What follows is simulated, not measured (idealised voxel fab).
Documented hereafter: the process module known as voxel wiring stack.
The width of the displayed cross-section, cut, is 155 nm; its cells are square, with a size of 5 nm.
Cross-section layout: square cells on a grid; listed as bands, top to bottom; a band spans one or more cell rows. Within each band entry, the heights of the top and of the bottom of the band appear first, in that order and in nm; the materials of the band then follow from left to right, each with its corresponding width in nm. The designation "full width" on a single material indicates that it fills the band from edge to edge; the designation "empty" indicates empty space. Zero point of the height axis is 0; under it, received wafer = one material. Lowest band: continues down indefinitely, "z 0 and below". A width given as "30->40" starts at the first number in the band's top row and ends at the second number in its bottom row, shifting by an equal amount at every step from row to row. Take "stayed the same" at face value: in the step it is given for, the cross-section changed in none of its cells. Closed-off voids of 8+ cells (no open route to the top) go in "Tabulated closed voids", written width x height at distance from the left edge, in nm. Post-settings text on a step line: simulator's own remark regarding the step. The line of a step may include "overlay nm". On a step with a mask, this value is how far to the right of its planned place the mask lay. A negative value means the mask lay to the left.
## Set out below are the planned steps of the process
step 1: RECEIVE, material Si
step 2: CONFORMAL_DEP, material SiO2, thk nm 10
step 3: CONFORMAL_DEP, material SiN, thk nm 5
step 4: DIRECTIONAL_DEP, material lowk, thk nm 25
step 5: PATTERN, tone open, mask id METAL_1, material resist, width nm 25, pitch nm 55, thk nm 20, overlay nm 0
step 6: DIRECTIONAL_ETCH, etch materials lowk, depth nm 25
step 7: DIRECTIONAL_ETCH, etch materials SiN, depth nm 5
step 8: STRIP, etch materials resist
step 9: CONFORMAL_DEP, material TiN, thk nm 5
step 10: FILL_DEP, material Ru, thk nm 10
step 11: CMP, height nm 40
step 12: EPI, material Ru, thk nm 5
step 13: FILL_DEP, material SiCN, thk nm 5
step 14: DIRECTIONAL_DEP, material lowk, thk nm 15
step 15: MASKED_ETCH, tone open, mask id PLUG_1, width nm 15, etch materials lowk, depth nm 15, overlay nm 0
step 16: MASKED_ETCH, tone open, mask id PLUG_1, width nm 15, etch materials SiCN, depth nm 5, overlay nm 0
step 17: EPI, material Ru, thk nm 10
step 18: EPI, material Ru, thk nm 10
step 19: DIRECTIONAL_DEP, material TiN, thk nm 5
step 20: DIRECTIONAL_DEP, material W, thk nm 20
step 21: DIRECTIONAL_DEP, material aC, thk nm 15
step 22: PATTERN, tone cover, mask id METAL_2, material resist, width nm 25, pitch nm 55, thk nm 30, overlay nm 0
step 23: DIRECTIONAL_ETCH, etch materials aC, depth nm 15
step 24: STRIP, etch materials resist
step 25: DIRECTIONAL_ETCH, etch materials W, depth nm 20
step 26: DIRECTIONAL_ETCH, etch materials TiN, depth nm 5
step 27: STRIP, etch materials aC
step 28: FILL_DEP, material SiO2, thk nm 5
step 29: CMP, height nm 90
step 30: CONFORMAL_DEP, material SiCN, thk nm 5
## Incoming wafer in cross-section (state: after step 1)
- z 0 and below  Si full width
- Tabulated closed voids: none
## The following cross-section depicts the wafer upon conclusion of the module. Processing commenced from the starting condition illustrated above and adhered to the plan illustrated above, save for one mistake in execution
- z 95 to 90  SiCN full width
- z 90 to 85  SiO2 35 nm / W 20 nm / SiO2 100 nm
- z 85 to 70  SiO2 35 nm / W 25 nm / SiO2 30 nm / W 25 nm / SiO2 40 nm
- z 70 to 65  SiO2 35 nm / TiN 20 nm / W 5 nm / SiO2 30 nm / W 25 nm / SiO2 40 nm
- z 65 to 60  SiO2 30 nm / Ru 25 nm / TiN 5 nm / SiO2 30 nm / TiN 25 nm / SiO2 40 nm
- z 60 to 55  SiO2 30 nm / lowk 5 nm / Ru 15 nm / lowk 15 nm / SiO2 20 nm / lowk 35 nm / SiO2 35 nm
- z 55 to 45  lowk 35 nm / Ru 15 nm / lowk 105 nm
- z 45 to 40  lowk 30 nm / Ru 35 nm / lowk 20 nm / Ru 35 nm / lowk 35 nm
- z 40 to 15  lowk 35 nm / TiN 5 nm / Ru 15 nm / TiN 5 nm / lowk 30 nm / TiN 5 nm / Ru 15 nm / TiN 5 nm / lowk 40 nm
- z 15 to 10  SiN 35 nm / TiN 25 nm / SiN 30 nm / TiN 25 nm / SiN 40 nm
- z 10 to 0  SiO2 full width
- z 0 and below  Si full width
- Tabulated closed voids: none
Which mistake was made when the wafer was run? step 13 of the plan got skipped, so it never ran
